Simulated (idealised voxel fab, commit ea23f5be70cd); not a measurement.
process module | voxel transistor to metal
cross-section cut | 155 nm wide | cells 5 nm
A cross-section is a grid of square cells, given in bands from the top down. A band is one or more rows of cells.
Each band's line starts with the height of the band's top and of its bottom, in nm. Then come its materials from left to right, each with its width in nm. One material with "throughout" fills the band from edge to edge. "air" is empty space.
Height 0 is the level under which the wafer as received is all one material. The lowest band goes on downwards, as in "0 down".
A width such as "30 to 40" changes by the same amount from each row of cells to the next, from the band's top row to its bottom row.
"no change" after a step means that no cell of the cross-section changed.
closed voids: empty space of 8 cells or more with no open way to the top, each as width x height at its distance from the left edge, in nm
after a step's settings: what the simulator itself notes on the step
overlay nm, on a step with a mask: how far to the right of its planned place the mask lay; to the left if negative
plan
1 op RECEIVE | material Si
2 op OXIDIZE | depth nm 5
3 op CONFORMAL_DEP | material SiN | thk nm 15
4 op MASKED_ETCH | tone cover | mask id ACTIVE | width nm 115 | etch materials SiN | depth nm 15 | overlay nm 0
5 op MASKED_ETCH | tone cover | mask id ACTIVE | width nm 115 | etch materials SiO2 | depth nm 5 | overlay nm 0
6 op MASKED_ETCH | tone cover | mask id ACTIVE | width nm 115 | etch materials Si | depth nm 25 | overlay nm 0
7 op FILL_DEP | material SiO2 | thk nm 15
8 op CMP | height nm 15
9 op SELECTIVE_ETCH | etch materials SiO2 | depth nm 10
10 op STRIP | etch materials SiN
11 op SELECTIVE_ETCH | etch materials SiO2 | depth nm 5
12 op OXIDIZE | depth nm 5
13 op DIRECTIONAL_DEP | material polySi | thk nm 30
14 op DIRECTIONAL_DEP | material SiCN | thk nm 10
15 op MASKED_ETCH | tone cover | mask id GATE | width nm 25 | etch materials SiCN | depth nm 20 | overlay nm 0
16 op MASKED_ETCH | tone cover | mask id GATE | width nm 25 | etch materials polySi | depth nm 40 | overlay nm 0
17 op CONFORMAL_DEP | material SiN | thk nm 5
18 op DIRECTIONAL_ETCH | etch materials SiN | depth nm 5
19 op DIRECTIONAL_ETCH | etch materials SiO2 | depth nm 5
20 op DIRECTIONAL_ETCH | etch materials Si | depth nm 5
21 op EPI | material pSi | thk nm 5
22 op FILL_DEP | material SiO2 | thk nm 5
23 op CMP | height nm 35
24 op DIRECTIONAL_DEP | material SiO2 | thk nm 10
25 op DIRECTIONAL_DEP | material aC | thk nm 10
26 op PATTERN | tone open | mask id CONTACT | material resist | width nm 20 | pitch nm 85 | thk nm 25 | overlay nm 0
27 op DIRECTIONAL_ETCH | etch materials aC | depth nm 10
28 op STRIP | etch materials resist
29 op DIRECTIONAL_ETCH | etch materials SiO2 | depth nm 55
30 op STRIP | etch materials aC
31 op CONFORMAL_DEP | material TiN | thk nm 5
32 op FILL_DEP | material W | thk nm 5
33 op CMP | height nm 45
34 op DIRECTIONAL_DEP | material TiN | thk nm 5
35 op DIRECTIONAL_DEP | material Ru | thk nm 25
36 op PATTERN | tone cover | mask id METAL_1 | material resist | width nm 20 | pitch nm 85 | thk nm 15 | overlay nm 0
37 op DIRECTIONAL_ETCH | etch materials Ru | depth nm 25
38 op DIRECTIONAL_ETCH | etch materials TiN | depth nm 5
39 op STRIP | etch materials resist
40 op FILL_DEP | material lowk | thk nm 10
41 op CMP | height nm 75
42 op CONFORMAL_DEP | material SiCN | thk nm 5
43 op DIRECTIONAL_DEP | material SiO2 | thk nm 25
44 op MASKED_ETCH | tone open | mask id METAL_2 | width nm 20 | pitch nm 85 | etch materials SiO2 | depth nm 15 | overlay nm 0
45 op PATTERN | tone open | mask id METAL_2_HOLES | material resist | width nm 15 | pitch nm 85 | thk nm 15 | overlay nm 0
46 op DIRECTIONAL_ETCH | etch materials SiO2 | depth nm 10
47 op DIRECTIONAL_ETCH | etch materials SiCN | depth nm 5
48 op STRIP | etch materials resist
49 op CONFORMAL_DEP | material TiN | thk nm 5
50 op FILL_DEP | material Cu | thk nm 5
51 op CMP | height nm 105
52 op CONFORMAL_DEP | material SiCN | thk nm 5
as received, after step 1
  0 down: Si throughout
  closed voids: none
a wafer at the end: this start, this plan, one mistake
  110 to 105: SiCN throughout
  105 to 95: SiO2 25 | TiN 5 | Cu 10 | TiN 5 | SiO2 65 | TiN 5 | Cu 10 | TiN 5 | SiO2 25
  95 to 90: SiO2 25 | TiN 5 | Cu 5 | TiN 10 | SiO2 65 | TiN 5 | Cu 5 | TiN 10 | SiO2 25
  90 to 80: SiO2 25 | TiN 5 | Cu 5 | TiN 5 | SiO2 70 | TiN 5 | Cu 5 | TiN 5 | SiO2 30
  80 to 75: SiCN 25 | TiN 15 | SiCN 70 | TiN 15 | SiCN 30
  75 to 50: lowk 25 | Ru 20 | lowk 65 | Ru 20 | lowk 25
  50 to 45: SiN throughout
  45 to 35: SiO2 25 | TiN 5 | W 10 | TiN 5 | SiO2 65 | TiN 5 | W 10 | TiN 5 | SiO2 25
  35 to 25: SiO2 25 | TiN 5 | W 10 | TiN 5 | SiO2 15 | SiN 5 | SiCN 25 | SiN 5 | SiO2 15 | TiN 5 | W 10 | TiN 5 | SiO2 25
  25 to 0: SiO2 25 | TiN 5 | W 10 | TiN 5 | SiO2 15 | SiN 5 | polySi 25 | SiN 5 | SiO2 15 | TiN 5 | W 10 | TiN 5 | SiO2 25
  0 to -5: SiO2 15 | SiN 5 | SiO2 5 | TiN 5 | W 10 | TiN 5 | SiO2 15 | SiN 5 | polySi 25 | SiN 5 | SiO2 15 | TiN 5 | W 10 | TiN 5 | SiO2 5 | SiN 5 | SiO2 15
  -5 to -10: SiO2 25 | TiN 20 | SiO2 10 | pSi 5 | SiO2 35 | pSi 5 | SiO2 10 | TiN 20 | SiO2 25
  -10 to -15: SiO2 20 | pSi 40 | Si 35 | pSi 40 | SiO2 20
  -15 to -30: SiO2 20 | Si 115 | SiO2 20
  -30 down: Si throughout
  closed voids: none
what went wrong: step 34 ran as: op DIRECTIONAL_DEP | material SiN | thk nm 5
